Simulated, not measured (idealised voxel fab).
process module | voxel transistor to metal
cross-section cut | 185 nm wide | cells 5 nm
A cross-section is a grid of square cells, given in bands from the top down. A band is one or more rows of cells.
Each band's line starts with the height of the band's top and of its bottom, in nm. Then come its materials from left to right, each with its width in nm. One material with "throughout" fills the band from edge to edge. "air" is empty space.
Height 0 is the level under which the wafer as received is all one material. The lowest band goes on downwards, as in "0 down".
A width such as "30 to 40" changes by the same amount from each row of cells to the next, from the band's top row to its bottom row.
"no change" after a step means that no cell of the cross-section changed.
closed voids: empty space of 8 cells or more with no open way to the top, each as width x height at its distance from the left edge, in nm
after a step's settings: what the simulator itself notes on the step
overlay nm, on a step with a mask: how far to the right of its planned place the mask lay; to the left if negative
plan
1 op RECEIVE | material Si
2 op CONFORMAL_DEP | material SiO2 | thk nm 5
3 op CONFORMAL_DEP | material SiN | thk nm 15
4 op PATTERN | tone cover | mask id ACTIVE | material resist | width nm 105 | thk nm 15 | overlay nm 0
5 op DIRECTIONAL_ETCH | etch materials SiN | depth nm 15
6 op DIRECTIONAL_ETCH | etch materials SiO2 | depth nm 5
7 op DIRECTIONAL_ETCH | etch materials Si | depth nm 20
8 op STRIP | etch materials resist
9 op FILL_DEP | material SiO2 | thk nm 15
10 op CMP | height nm 20
11 op SELECTIVE_ETCH | etch materials SiO2 | depth nm 10
12 op STRIP | etch materials SiN
13 op SELECTIVE_ETCH | etch materials SiO2 | depth nm 5
14 op OXIDIZE | depth nm 5
15 op DIRECTIONAL_DEP | material polySi | thk nm 25
16 op DIRECTIONAL_DEP | material SiCN | thk nm 10
17 op DIRECTIONAL_DEP | material aC | thk nm 15
18 op PATTERN | tone cover | mask id GATE | material resist | width nm 25 | thk nm 30 | overlay nm 0
19 op DIRECTIONAL_ETCH | etch materials aC | depth nm 15
20 op STRIP | etch materials resist
21 op DIRECTIONAL_ETCH | etch materials SiCN | depth nm 20
22 op DIRECTIONAL_ETCH | etch materials polySi | depth nm 35
23 op STRIP | etch materials aC
24 op CONFORMAL_DEP | material SiO2 | thk nm 5
25 op DIRECTIONAL_ETCH | etch materials SiO2 | depth nm 5
26 op CONFORMAL_DEP | material SiN | thk nm 5
27 op DIRECTIONAL_ETCH | etch materials SiN | depth nm 5
28 op DIRECTIONAL_ETCH | etch materials SiO2 | depth nm 5
29 op DIRECTIONAL_ETCH | etch materials Si | depth nm 5
30 op EPI | material nSi | thk nm 10
31 op FILL_DEP | material SiO2 | thk nm 5
32 op CMP | height nm 25
33 op STRIP | etch materials polySi
34 op SELECTIVE_ETCH | etch materials SiO2 | depth nm 5
35 op CONFORMAL_DEP | material HfO2 | thk nm 5
36 op CONFORMAL_DEP | material TiN | thk nm 5
37 op FILL_DEP | material W | thk nm 10
38 op CMP | height nm 20
39 op DIRECTIONAL_DEP | material SiO2 | thk nm 15
40 op MASKED_ETCH | tone open | mask id CONTACT | width nm 15 | pitch nm 70 | etch materials SiO2 | depth nm 35 | overlay nm 0
41 op CONFORMAL_DEP | material TiN | thk nm 5
42 op FILL_DEP | material Ru | thk nm 10
43 op CMP | height nm 35
44 op CONFORMAL_DEP | material SiCN | thk nm 5
45 op DIRECTIONAL_DEP | material lowk | thk nm 20
46 op MASKED_ETCH | tone open | mask id METAL_1 | width nm 15 | pitch nm 70 | etch materials lowk | depth nm 20 | overlay nm 0
47 op MASKED_ETCH | tone open | mask id METAL_1 | width nm 15 | pitch nm 70 | etch materials SiCN | depth nm 5 | overlay nm 0
48 op CONFORMAL_DEP | material TiN | thk nm 5
49 op FILL_DEP | material Cu | thk nm 5
50 op CMP | height nm 60
51 op EPI | material Ru | thk nm 5
52 op FILL_DEP | material SiCN | thk nm 5
53 op DIRECTIONAL_DEP | material SiO2 | thk nm 30
54 op PATTERN | tone open | mask id METAL_2 | material resist | width nm 15 | pitch nm 70 | thk nm 15 | overlay nm 0
55 op DIRECTIONAL_ETCH | etch materials SiO2 | depth nm 20
56 op STRIP | etch materials resist
57 op MASKED_ETCH | tone open | mask id METAL_2_HOLES | width nm 15 | pitch nm 70 | etch materials SiO2 | depth nm 10 | overlay nm 0
58 op MASKED_ETCH | tone open | mask id METAL_2_HOLES | width nm 15 | pitch nm 70 | etch materials SiCN | depth nm 5 | overlay nm 0
59 op CONFORMAL_DEP | material TiN | thk nm 5
60 op FILL_DEP | material Ru | thk nm 5
61 op CMP | height nm 100
62 op CONFORMAL_DEP | material SiCN | thk nm 5
as received, after step 1
  0 down: Si throughout
  closed voids: none
first wafer at the end, as planned
  105 to 100: SiCN throughout
  100 to 70: SiO2 50 | TiN 5 | Ru 5 | TiN 5 | SiO2 55 | TiN 5 | Ru 5 | TiN 5 | SiO2 50
  70 to 65: SiCN 50 | TiN 15 | SiCN 55 | TiN 15 | SiCN 50
  65 to 60: SiCN 45 | Ru 25 | SiCN 45 | Ru 25 | SiCN 45
  60 to 40: lowk 50 | TiN 5 | Cu 5 | TiN 5 | lowk 55 | TiN 5 | Cu 5 | TiN 5 | lowk 50
  40 to 35: SiCN 50 | TiN 15 | SiCN 55 | TiN 15 | SiCN 50
  35 to 20: SiO2 50 | TiN 5 | Ru 5 | TiN 5 | SiO2 55 | TiN 5 | Ru 5 | TiN 5 | SiO2 50
  20 to 10: SiO2 50 | TiN 5 | Ru 5 | TiN 5 | SiO2 5 | SiN 5 | HfO2 5 | TiN 5 | W 15 | TiN 5 | HfO2 5 | SiN 5 | SiO2 5 | TiN 5 | Ru 5 | TiN 5 | SiO2 50
  10 to 5: SiO2 50 | TiN 15 | SiO2 5 | SiN 5 | HfO2 5 | TiN 5 | W 15 | TiN 5 | HfO2 5 | SiN 5 | SiO2 5 | TiN 15 | SiO2 50
  5 to 0: SiO2 40 | SiN 5 | nSi 10 | TiN 5 | nSi 10 | SiN 5 | HfO2 5 | TiN 25 | HfO2 5 | SiN 5 | nSi 10 | TiN 5 | nSi 10 | SiN 5 | SiO2 40
  0 to -5: SiO2 45 | nSi 25 | SiO2 5 | HfO2 35 | SiO2 5 | nSi 25 | SiO2 45
  -5 to -10: SiO2 40 | Si 5 | nSi 25 | Si 45 | nSi 25 | Si 5 | SiO2 40
  -10 to -20: SiO2 40 | Si 105 | SiO2 40
  -20 down: Si throughout
  closed voids: none
second wafer at the end: like start, like plan, one mistake
  105 to 100: SiCN throughout
  100 to 90: SiO2 50 | TiN 5 | Ru 10 to 5 | TiN 5 to 10 | SiO2 50 | TiN 5 | Ru 10 to 5 | TiN 5 to 10 | SiO2 45
  90 to 85: SiO2 50 | TiN 5 | Ru 5 | TiN 5 | SiO2 55 | TiN 5 | Ru 5 | TiN 5 | SiO2 50
  85 to 80: SiO2 50 | TiN 15 | SiO2 55 | TiN 15 | SiO2 50
  80 to 70: SiO2 55 | TiN 10 | SiO2 60 | TiN 10 | SiO2 50
  70 to 65: SiCN 55 | TiN 10 | SiCN 60 | TiN 10 | SiCN 50
  65 to 60: SiCN 45 | Ru 25 | SiCN 45 | Ru 25 | SiCN 45
  60 to 40: lowk 50 | TiN 5 | Cu 5 | TiN 5 | lowk 55 | TiN 5 | Cu 5 | TiN 5 | lowk 50
  40 to 35: SiCN 50 | TiN 15 | SiCN 55 | TiN 15 | SiCN 50
  35 to 20: SiO2 50 | TiN 5 | Ru 5 | TiN 5 | SiO2 55 | TiN 5 | Ru 5 | TiN 5 | SiO2 50
  20 to 10: SiO2 50 | TiN 5 | Ru 5 | TiN 5 | SiO2 5 | SiN 5 | HfO2 5 | TiN 5 | W 15 | TiN 5 | HfO2 5 | SiN 5 | SiO2 5 | TiN 5 | Ru 5 | TiN 5 | SiO2 50
  10 to 5: SiO2 50 | TiN 15 | SiO2 5 | SiN 5 | HfO2 5 | TiN 5 | W 15 | TiN 5 | HfO2 5 | SiN 5 | SiO2 5 | TiN 15 | SiO2 50
  5 to 0: SiO2 40 | SiN 5 | nSi 10 | TiN 5 | nSi 10 | SiN 5 | HfO2 5 | TiN 25 | HfO2 5 | SiN 5 | nSi 10 | TiN 5 | nSi 10 | SiN 5 | SiO2 40
  0 to -5: SiO2 45 | nSi 25 | SiO2 5 | HfO2 35 | SiO2 5 | nSi 25 | SiO2 45
  -5 to -10: SiO2 40 | Si 5 | nSi 25 | Si 45 | nSi 25 | Si 5 | SiO2 40
  -10 to -20: SiO2 40 | Si 105 | SiO2 40
  -20 down: Si throughout
  closed voids: none
what went wrong: step 57 ran as: op MASKED_ETCH | tone open | mask id METAL_2_HOLES | width nm 15 | pitch nm 70 | etch materials SiO2 | depth nm 10 | overlay nm 5
at the end the second wafer has, in cells: 4 fewer of Ru | 2 more of SiCN | 2 more of TiN
